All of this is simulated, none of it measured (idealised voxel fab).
This section sets out a process module, namely voxel air gaps.
Cross-section cut spans 165 nm and uses square cells 5 nm in size.
Cross-section layout: square cells on a grid; listed as bands, top to bottom; a band spans one or more cell rows. Look at the band entry: it leads with the top's height and the bottom's height in nm. Then it lists the materials left to right, with a width in nm for each. The word "all across" on a single material says that material fills the band edge to edge. The word "empty" is empty space. Height reference: 0 = level under which incoming wafer is all one material. Lowest band: no bottom, runs on downward, e.g. "0 down". The width entry "30..40" should be interpreted row by row: the top row of cells in the band takes the first number, the bottom row takes the second number, and the change between adjacent rows is uniform throughout. When a step is marked "no change occurred", none of the cells in the cross-section changed during that step. In the "Entrapped voids" entry, you get each enclosed empty space of 8 cells or more, one with no open way to the top, written width x height at distance, distance from the left edge, in nm. Post-settings text on a step line: simulator's own remark regarding the step. "overlay nm" on a masked step: distance the mask lay right of its planned place, negative for left.
plan:
1) RECEIVE with material Si
2) CONFORMAL_DEP with material SiO2, thk nm 15
3) CONFORMAL_DEP with material SiCN, thk nm 5
4) DIRECTIONAL_DEP with material SiO2, thk nm 35
5) MASKED_ETCH with tone open, mask id LINES, width nm 20, pitch nm 45, etch materials SiO2, depth nm 35, overlay nm -10
6) CONFORMAL_DEP with material TiN, thk nm 5
7) FILL_DEP with material Cu, thk nm 5
8) CMP with height nm 55
9) EPI with material Ru, thk nm 10
10) SELECTIVE_ETCH with etch materials SiO2, depth nm 45
11) CONFORMAL_DEP with material SiCN, thk nm 5
Keep in mind the plan's value for the overlay nm of step 5 comes from the first wafer; the wafers don't share that setting, but they do share the same starting point.
After step 1, as received: first of several wafers, cross-section:
  0 down: Si all across
  Entrapped voids: none
Take a look at the first of several wafers in cross-section: the module is done, and step 11 was its last step:
  70 to 65: SiCN 140 | empty 25
  65 to 55: SiCN 5 | Ru 40 | SiCN 5 | Ru 40 | SiCN 5 | Ru 40 | SiCN 5 | empty 25
  55 to 50: SiCN 15 | TiN 5 | Cu 10 | TiN 5 | SiCN 25 | TiN 5 | Cu 10 | TiN 5 | SiCN 25 | TiN 5 | Cu 10 | TiN 5 | SiCN 15 | empty 25
  50 to 25: empty 10 | SiCN 5 | TiN 5 | Cu 10 | TiN 5 | SiCN 5 | empty 15 | SiCN 5 | TiN 5 | Cu 10 | TiN 5 | SiCN 5 | empty 15 | SiCN 5 | TiN 5 | Cu 10 | TiN 5 | SiCN 5 | empty 35
  25 to 20: SiCN 15 | TiN 20 | SiCN 25 | TiN 20 | SiCN 25 | TiN 20 | SiCN 40
  20 to 15: SiCN all across
  15 to 0: SiO2 all across
  0 down: Si all across
  Entrapped voids: 10 x 25 at 0; 15 x 25 at 40; 15 x 25 at 85
Cross-sectional view, end of module, last wafer of several:
  70 to 65: empty 25 | SiCN 140
  65 to 55: empty 25 | SiCN 5 | Ru 40 | SiCN 5 | Ru 40 | SiCN 5 | Ru 40 | SiCN 5
  55 to 50: empty 25 | SiCN 15 | TiN 5 | Cu 10 | TiN 5 | SiCN 25 | TiN 5 | Cu 10 | TiN 5 | SiCN 25 | TiN 5 | Cu 10 | TiN 5 | SiCN 15
  50 to 25: empty 35 | SiCN 5 | TiN 5 | Cu 10 | TiN 5 | SiCN 5 | empty 15 | SiCN 5 | TiN 5 | Cu 10 | TiN 5 | SiCN 5 | empty 15 | SiCN 5 | TiN 5 | Cu 10 | TiN 5 | SiCN 5 | empty 10
  25 to 20: SiCN 40 | TiN 20 | SiCN 25 | TiN 20 | SiCN 25 | TiN 20 | SiCN 15
  20 to 15: SiCN all across
  15 to 0: SiO2 all across
  0 down: Si all across
  Entrapped voids: 15 x 25 at 65; 15 x 25 at 110; 10 x 25 at 155
Per wafer, end of module: cells gained (+) or lost (-) per material since receipt, then closed voids:
overlay nm -10; +36 Cu; +48 Ru; +136 SiCN; +99 SiO2; +48 TiN; Entrapped voids: 10 x 25 at 0; 15 x 25 at 40; 15 x 25 at 85
overlay nm -5; +36 Cu; +48 Ru; +136 SiCN; +99 SiO2; +48 TiN; Entrapped voids: 15 x 25 at 45; 15 x 25 at 90
overlay nm 0; +36 Cu; +48 Ru; +136 SiCN; +99 SiO2; +48 TiN; Entrapped voids: 15 x 25 at 50; 15 x 25 at 95
overlay nm 5; +36 Cu; +48 Ru; +136 SiCN; +99 SiO2; +48 TiN; Entrapped voids: 15 x 25 at 55; 15 x 25 at 100
overlay nm 10; +36 Cu; +48 Ru; +136 SiCN; +99 SiO2; +48 TiN; Entrapped voids: 15 x 25 at 60; 15 x 25 at 105
overlay nm 15; +36 Cu; +48 Ru; +136 SiCN; +99 SiO2; +48 TiN; Entrapped voids: 15 x 25 at 65; 15 x 25 at 110; 10 x 25 at 155
